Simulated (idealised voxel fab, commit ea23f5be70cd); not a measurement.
Title: Process Module voxel lift off
It is cross-section cut that appears here, measuring 230 nm in width, its square cells being 5 nm in size.
Square cells in a grid make up a cross-section in this document, and the grid is given as bands, listed from the top down, each one or more rows of cells. In this notation a band is specified by the heights of its top and bottom, in that order and in nm, after which its materials appear from left to right, each paired with its width in nm. The word "edge to edge" attached to a single material means that material fills the band from edge to edge; the word "air" stands for empty space. Height is counted from the level 0, under which the received wafer is composed throughout of one material. The lowest of the bands is not closed at the bottom but continues downward, in the notation "top 0, no bottom". Graded width ("30 to 40"): value in top row of band = first number; value in bottom row = second number; row-to-row change constant. Take "identical to before" at face value: in the step it is given for, the cross-section changed in none of its cells. "closed voids" lists enclosed empty spaces (at least 8 cells, no open path upward to the top), each as width x height at distance from the left edge, in nm. Read whatever lies past the settings on a step's line as the simulator's own remark about the step. On any step carrying a mask, the "overlay nm" setting, if present on the step's line, tells how far right of its planned place the mask lay; negative values point to the left.

Steps in the process plan:
| 1 | op RECEIVE | material Si |
| 2 | op CONFORMAL_DEP | material SiN | thk nm 5 |
| 3 | op PATTERN | tone open | mask id LINES | material resist | width nm 30 | pitch nm 55 | thk nm 15 | overlay nm 0 |
| 4 | op DIRECTIONAL_DEP | material Ru | thk nm 5 |
| 5 | op STRIP | etch materials resist |
| 6 | op CONFORMAL_DEP | material SiO2 | thk nm 10 |

First wafer, two in total, run as planned:

Received-state cross-section, reflecting completion of step 1:
    top 0, no bottom: Si edge to edge
    closed voids: none

Step 2 done - wafer cross-section:
    top 5, bottom 0: SiN edge to edge
    Nothing below the height 0 has changed.

Step 3 done - wafer cross-section:
    top 20, bottom 5: 45 of resist, then 30 of air, then 25 of resist, then 30 of air, then 25 of resist, then 30 of air, then 45 of resist
    Nothing below the height 5 has changed.

Step 4 done - wafer cross-section:
    top 25, bottom 20: 45 of Ru, then 30 of air, then 25 of Ru, then 30 of air, then 25 of Ru, then 30 of air, then 45 of Ru
    top 20, bottom 10: 45 of resist, then 30 of air, then 25 of resist, then 30 of air, then 25 of resist, then 30 of air, then 45 of resist
    top 10, bottom 5: 45 of resist, then 30 of Ru, then 25 of resist, then 30 of Ru, then 25 of resist, then 30 of Ru, then 45 of resist
    Nothing below the height 5 has changed.

Step 5 done - wafer cross-section:
    top 10, bottom 5: 45 of air, then 30 of Ru, then 25 of air, then 30 of Ru, then 25 of air, then 30 of Ru, then 45 of air
    Nothing below the height 5 has changed.

Step 6 done - wafer cross-section:
    top 20, bottom 15: 35 of air, then 50 of SiO2, then 5 of air, then 50 of SiO2, then 5 of air, then 50 of SiO2, then 35 of air
    top 15, bottom 10: SiO2 edge to edge
    top 10, bottom 5: 45 of SiO2, then 30 of Ru, then 25 of SiO2, then 30 of Ru, then 25 of SiO2, then 30 of Ru, then 45 of SiO2
    Nothing below the height 5 has changed.

For the second wafer, take the first wafer's start and plan, then add one mistake made in running it; everything through step 2, that step included, is shared with the first:

Cross-section: second wafer, time at which step 3 was scheduled to end:
    top 20, bottom 5: 55 of resist, then 30 of air, then 25 of resist, then 30 of air, then 25 of resist, then 30 of air, then 35 of resist
    Nothing below the height 5 has changed.

Cross-section: second wafer, time at which step 4 was scheduled to end:
    top 25, bottom 20: 55 of Ru, then 30 of air, then 25 of Ru, then 30 of air, then 25 of Ru, then 30 of air, then 35 of Ru
    top 20, bottom 10: 55 of resist, then 30 of air, then 25 of resist, then 30 of air, then 25 of resist, then 30 of air, then 35 of resist
    top 10, bottom 5: 55 of resist, then 30 of Ru, then 25 of resist, then 30 of Ru, then 25 of resist, then 30 of Ru, then 35 of resist
    Nothing below the height 5 has changed.

Cross-section: second wafer, time at which step 5 was scheduled to end:
    top 10, bottom 5: 55 of air, then 30 of Ru, then 25 of air, then 30 of Ru, then 25 of air, then 30 of Ru, then 35 of air
    Nothing below the height 5 has changed.

Cross-section: second wafer, time at which step 6 was scheduled to end:
    top 20, bottom 15: 45 of air, then 50 of SiO2, then 5 of air, then 50 of SiO2, then 5 of air, then 50 of SiO2, then 25 of air
    top 15, bottom 10: SiO2 edge to edge
    top 10, bottom 5: 55 of SiO2, then 30 of Ru, then 25 of SiO2, then 30 of Ru, then 25 of SiO2, then 30 of Ru, then 35 of SiO2
    Nothing below the height 5 has changed.
In executing the process, a mistake was made relative to the plan: note that step 3 departed from the planned setting and was carried out as op PATTERN | tone open | mask id LINES | material resist | width nm 30 | pitch nm 55 | thk nm 15 | overlay nm 10
Final wafers compared: equal cell tally per material, rearranged layout.
